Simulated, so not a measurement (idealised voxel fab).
Proc. module: voxel local oxidation
Shown is cross-section cut, with a width of 220 nm and square cells of size 5 nm.
Cross-section layout: square cells on a grid; listed as bands, top to bottom; a band spans one or more cell rows. The entry gives the band's vertical extent as a top height and a bottom height in nm, then its horizontal make-up as materials from left to right, each with a width in nm. "blank" stands for empty space; a single material marked "everywhere" fills the band edge to edge. Counting heights begins at 0, where everything beneath is, in the wafer as received, one material. The lowest band has no bottom; it goes on downwards, as "0..down" shows. Think of "30 to 40" as a width that walks from the first number to the second as you go down the band, top row to bottom row, taking equal-sized steps from row to row. Key: "nothing different" - step with no changed cell in the cross-section. Entry "Sealed void list" = empty spaces >= 8 cells with no open way to the top; each as width x height at distance, distance from left edge, all nm. The remark found on a step's line after its settings is issued by the simulator itself and pertains to that step. "overlay nm" denotes, for a step that has a mask, the displacement of the mask to the right of its planned place, with negative values corresponding to the left.

**plan**
1,RECEIVE (material Si)
2,CONFORMAL_DEP (material SiO2; thk nm 5)
3,CONFORMAL_DEP (material SiN; thk nm 10)
4,MASKED_ETCH (tone cover; mask id ACTIVE; width nm 95; etch materials SiN; depth nm 10; overlay nm 0)
5,SELECTIVE_ETCH (etch materials SiO2; depth nm 5)
6,OXIDIZE (depth nm 15)
7,STRIP (etch materials SiN)

**Of two wafers, the first: run according to plan**

**Cross-section of the wafer at receipt, which is the condition after step 1**
	0..down = Si everywhere
	Sealed void list: none

**Cross-section of the wafer after step 2**
	5..0 = SiO2 everywhere
	For the remainder of the cross-section, below 0, there is no change.

**Cross-section of the wafer after step 3**
	15..5 = SiN everywhere
	For the remainder of the cross-section, below 5, there is no change.

**Cross-section of the wafer after step 4**
	15..5 = 60 nm blank  95 nm SiN  65 nm blank
	For the remainder of the cross-section, below 5, there is no change.

**Cross-section of the wafer after step 5**
	15..5 = 60 nm blank  95 nm SiN  65 nm blank
	5..0 = 65 nm blank  85 nm SiO2  70 nm blank
	For the remainder of the cross-section, below 0, there is no change.

**Cross-section of the wafer after step 6**
	15..5 = 60 nm blank  95 nm SiN  65 nm blank
	5..0 = 65 nm blank  85 nm SiO2  70 nm blank
	0..-15 = 80 nm SiO2  55 nm Si  85 nm SiO2
	For the remainder of the cross-section, below -15, there is no change.

**Cross-section of the wafer after step 7**
	5..0 = 65 nm blank  85 nm SiO2  70 nm blank
	For the remainder of the cross-section, below 0, there is no change.

**The second wafer was prepared from the same starting point and under the same plan as the first; its processing contained one mistake, and it remains indistinguishable from the first wafer up to and including step 2**

**Here is the second wafer in cross-section at the point where step 3 of the plan should have been done**
	15..0 = SiO2 everywhere
	For the remainder of the cross-section, below 0, there is no change.

Here is the second wafer in cross-section at the point where step 4 of the plan should have been done: nothing different

**Here is the second wafer in cross-section at the point where step 5 of the plan should have been done**
	10..0 = SiO2 everywhere
	For the remainder of the cross-section, below 0, there is no change.

Here is the second wafer in cross-section at the point where step 6 of the plan should have been done: nothing different

Here is the second wafer in cross-section at the point where step 7 of the plan should have been done: nothing different
Against the plan, the run slipped here: for step 3, the planned setting was not used; the step was instead run as CONFORMAL_DEP (material SiO2; thk nm 10)
Final tally in cells, some materials are higher or lower on the second wafer than on the first: Si: 99 more, SiO2: 28 fewer
